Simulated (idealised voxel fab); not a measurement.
Name of the process module below: voxel air gaps
The cross-section shown here is cut; it is 230 nm wide and divided into square cells measuring 5 nm on a side.
Notation: cross-section as square-cell grid; stated in bands, top first, going down; one or more cell rows per band.
Band entry format. Leading values: height of top, height of bottom, nm. Remainder: materials in left-to-right order, each with its width in nm. Special words: "everywhere" on a single material, which then fills the band edge to edge; "air", empty space.
Ref level 0: as-received wafer is one material below here. Bottom band extends down with no lower bound ("from 0 down").
A two-number width, for instance "30->40", indicates that the width is equal to the first number in the top row of the band and to the second number in the bottom row, and that it changes by a constant amount per row of cells.
A step reported as "no alterations made" is a step in which no cell of the cross-section changed.
In the "Completely sealed voids" entry, you get each enclosed empty space of 8 cells or more, one with no open way to the top, written width x height at distance, distance from the left edge, in nm.
Post-settings text on a step line: simulator's own remark regarding the step.
For masked steps, "overlay nm" on the step line gives how far right of plan the mask actually lay; a minus sign means it lay to the left.

The steps planned for the process are as follows
- 1: RECEIVE, material Si
- 2: CONFORMAL_DEP, material SiO2, thk nm 10
- 3: CONFORMAL_DEP, material SiCN, thk nm 5
- 4: DIRECTIONAL_DEP, material SiO2, thk nm 35
- 5: PATTERN, tone open, mask id LINES, material resist, width nm 15, pitch nm 40, thk nm 20, overlay nm -15
- 6: DIRECTIONAL_ETCH, etch materials SiO2, depth nm 35
- 7: STRIP, etch materials resist
- 8: CONFORMAL_DEP, material TiN, thk nm 5
- 9: FILL_DEP, material W, thk nm 5
- 10: CMP, height nm 50
- 11: EPI, material Ru, thk nm 10
- 12: SELECTIVE_ETCH, etch materials SiO2, depth nm 45
- 13: CONFORMAL_DEP, material SiCN, thk nm 5
Across this set of wafers, the varied parameter is the overlay nm of step 5. Starting conditions are identical for every wafer, and the plan reports the value assigned to the first wafer.

Here's the first of the wafers in cross-section, just as we got it, i.e. after step 1
from 0 down = Si everywhere
Completely sealed voids: none

Below: a row per wafer. Contents at end of module: for every material, cells gained since receipt (+) or lost since receipt (-); then closed voids
overlay nm -15, +42 Ru, +162 SiCN, +92 SiO2, +45 TiN, +18 W, Completely sealed voids: 15 x 25 at 70; 15 x 25 at 110
overlay nm -10, +42 Ru, +162 SiCN, +92 SiO2, +45 TiN, +18 W, Completely sealed voids: 15 x 25 at 75; 15 x 25 at 115
overlay nm -5, +42 Ru, +162 SiCN, +92 SiO2, +45 TiN, +18 W, Completely sealed voids: 15 x 25 at 80; 15 x 25 at 120
overlay nm 0, +42 Ru, +162 SiCN, +92 SiO2, +45 TiN, +18 W, Completely sealed voids: 15 x 25 at 85; 15 x 25 at 125
overlay nm 5, +42 Ru, +162 SiCN, +92 SiO2, +45 TiN, +18 W, Completely sealed voids: 15 x 25 at 90; 15 x 25 at 130
overlay nm 10, +42 Ru, +162 SiCN, +92 SiO2, +45 TiN, +18 W, Completely sealed voids: 15 x 25 at 95; 15 x 25 at 135
overlay nm 15, +42 Ru, +162 SiCN, +92 SiO2, +45 TiN, +18 W, Completely sealed voids: 15 x 25 at 100; 15 x 25 at 140
